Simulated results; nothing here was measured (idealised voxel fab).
Documented hereafter: the process module known as voxel wiring stack.
The width of the displayed cross-section, cut, is 300 nm; its cells are square, with a size of 5 nm.
In what follows, cross-sections appear as grids of square cells, described through bands that run from the top down, where every band is one or more rows of cells. For a band, the entry starts with two heights in nm, that of the top and then that of the bottom, and carries on with the band's materials in order from left to right, each alongside its width in nm; the word "edge to edge" beside a single material means it fills the band edge to edge, and "empty" means empty space. The reference from which all heights are counted is 0, the level beneath which the as-received wafer is entirely one material; the lowest band, having no lower bound, proceeds downward and is written after the example "z 0 and below". So if you see something like "30->40" for the width, read it as the top row of the band sitting at the first number and the bottom row at the second, with every row in between moving by the same amount as the last. Take "no alteration" at face value: in the step it is given for, the cross-section changed in none of its cells. "Listed closed voids" lists enclosed empty spaces (at least 8 cells, no open path upward to the top), each as width x height at distance from the left edge, in nm. Formally, on a step line, whatever follows the settings is a remark that the simulator itself makes on the step. Each step line may optionally specify "overlay nm", which for a step with a mask gives the rightward distance between the mask's planned place and where it lay, a negative value indicating the leftward direction.
**Process steps (planned)**
1) RECEIVE | material Si
2) CONFORMAL_DEP | material SiO2 | thk nm 15
3) CONFORMAL_DEP | material SiCN | thk nm 5
4) DIRECTIONAL_DEP | material lowk | thk nm 15
5) DIRECTIONAL_DEP | material aC | thk nm 10
6) PATTERN | tone open | mask id METAL_1 | material resist | width nm 25 | pitch nm 40 | thk nm 30 | overlay nm 0
7) DIRECTIONAL_ETCH | etch materials aC | depth nm 10
8) STRIP | etch materials resist
9) DIRECTIONAL_ETCH | etch materials lowk | depth nm 15
10) DIRECTIONAL_ETCH | etch materials SiCN | depth nm 5
11) STRIP | etch materials aC
12) CONFORMAL_DEP | material TiN | thk nm 5
13) FILL_DEP | material Ru | thk nm 10
14) CMP | height nm 35
15) EPI | material Ru | thk nm 5
16) FILL_DEP | material SiCN | thk nm 5
17) DIRECTIONAL_DEP | material lowk | thk nm 15
18) DIRECTIONAL_DEP | material aC | thk nm 10
19) PATTERN | tone open | mask id PLUG_1 | material resist | width nm 15 | pitch nm 40 | thk nm 25 | overlay nm 0
20) DIRECTIONAL_ETCH | etch materials aC | depth nm 10
21) STRIP | etch materials resist
22) DIRECTIONAL_ETCH | etch materials lowk | depth nm 15
23) DIRECTIONAL_ETCH | etch materials SiCN | depth nm 5
24) STRIP | etch materials aC
25) EPI | material Ru | thk nm 10
26) EPI | material Ru | thk nm 10
27) DIRECTIONAL_DEP | material TiN | thk nm 5
28) DIRECTIONAL_DEP | material W | thk nm 20
29) PATTERN | tone cover | mask id METAL_2 | material resist | width nm 25 | pitch nm 40 | thk nm 15 | overlay nm 0
30) DIRECTIONAL_ETCH | etch materials W | depth nm 20
31) DIRECTIONAL_ETCH | etch materials TiN | depth nm 5
32) STRIP | etch materials resist
33) FILL_DEP | material SiO2 | thk nm 5
34) CMP | height nm 85
35) CONFORMAL_DEP | material SiCN | thk nm 5
36) DIRECTIONAL_DEP | material SiO2 | thk nm 35
37) DIRECTIONAL_DEP | material aC | thk nm 15
38) PATTERN | tone open | mask id METAL_3 | material resist | width nm 25 | pitch nm 40 | thk nm 35 | overlay nm 0
39) DIRECTIONAL_ETCH | etch materials aC | depth nm 15
40) STRIP | etch materials resist
41) DIRECTIONAL_ETCH | etch materials SiO2 | depth nm 20
42) STRIP | etch materials aC
43) PATTERN | tone open | mask id METAL_3_HOLES | material resist | width nm 15 | thk nm 15 | overlay nm 0
44) DIRECTIONAL_ETCH | etch materials SiO2 | depth nm 15
45) DIRECTIONAL_ETCH | etch materials SiCN | depth nm 5
46) STRIP | etch materials resist
47) CONFORMAL_DEP | material TiN | thk nm 5
48) FILL_DEP | material Ru | thk nm 10
49) CMP | height nm 125
50) CONFORMAL_DEP | material SiCN | thk nm 5
51) DIRECTIONAL_DEP | material lowk | thk nm 25
52) PATTERN | tone open | mask id METAL_4_HOLES | material resist | width nm 15 | pitch nm 40 | thk nm 20 | overlay nm 0
53) DIRECTIONAL_ETCH | etch materials lowk | depth nm 25
54) STRIP | etch materials resist
55) PATTERN | tone open | mask id METAL_4 | material resist | width nm 25 | pitch nm 40 | thk nm 20 | overlay nm 0
56) DIRECTIONAL_ETCH | etch materials lowk | depth nm 15
57) DIRECTIONAL_ETCH | etch materials SiCN | depth nm 5
58) STRIP | etch materials resist
59) CONFORMAL_DEP | material TiN | thk nm 5
60) FILL_DEP | material Cu | thk nm 5
61) CMP | height nm 155
62) CONFORMAL_DEP | material SiCN | thk nm 5
**Received-state cross-section, reflecting completion of step 1**
	z 0 and below | Si edge to edge
	Listed closed voids: none
**Figure: cross-sectional view of the wafer upon completion of the module, processed from the initial state and according to the plan depicted above, with one error introduced during execution**
	z 160 to 155 | SiCN edge to edge
	z 155 to 145 | 115 of lowk  5 of TiN  15 of Cu  5 of TiN  15 of lowk  5 of TiN  15 of Cu  5 of TiN  120 of lowk
	z 145 to 140 | 115 of lowk  5 of TiN  5 of Cu  15 of TiN  15 of lowk  5 of TiN  5 of Cu  15 of TiN  120 of lowk
	z 140 to 130 | 115 of lowk  5 of TiN  5 of Cu  5 of TiN  25 of lowk  5 of TiN  5 of Cu  5 of TiN  130 of lowk
	z 130 to 125 | 115 of SiCN  15 of TiN  25 of SiCN  15 of TiN  130 of SiCN
	z 125 to 110 | 115 of SiO2  5 of TiN  15 of Ru  5 of TiN  15 of SiO2  5 of TiN  15 of Ru  5 of TiN  120 of SiO2
	z 110 to 105 | 115 of SiO2  5 of TiN  5 of Ru  15 of TiN  15 of SiO2  25 of TiN  120 of SiO2
	z 105 to 90 | 115 of SiO2  5 of TiN  5 of Ru  5 of TiN  170 of SiO2
	z 90 to 85 | 115 of SiCN  15 of TiN  170 of SiCN
	z 85 to 75 | 130 of SiO2  10 of W  30 of SiO2  10 of W  120 of SiO2
	z 75 to 65 | 115 of SiO2  25 of W  15 of SiO2  25 of W  120 of SiO2
	z 65 to 60 | 115 of SiO2  15 of W  10 of TiN  15 of SiO2  15 of W  10 of TiN  120 of SiO2
	z 60 to 55 | 115 of lowk  15 of W  25 of lowk  15 of W  130 of lowk
	z 55 to 50 | 115 of lowk  15 of TiN  25 of lowk  15 of TiN  130 of lowk
	z 50 to 45 | 115 of lowk  15 of Ru  25 of lowk  15 of Ru  130 of lowk
	z 45 to 35 | 115->110 of SiCN  15->35 of Ru  25->5 of SiCN  15->35 of Ru  130->115 of SiCN
	z 35 to 20 | 115 of lowk  5 of TiN  15 of Ru  5 of TiN  15 of lowk  5 of TiN  15 of Ru  5 of TiN  120 of lowk
	z 20 to 15 | 115 of SiCN  25 of TiN  15 of SiCN  25 of TiN  120 of SiCN
	z 15 to 0 | SiO2 edge to edge
	z 0 and below | Si edge to edge
	Listed closed voids: none
What was the processing mistake? the sequence lacks one of the identical steps 25 and 26, and which one cannot be told
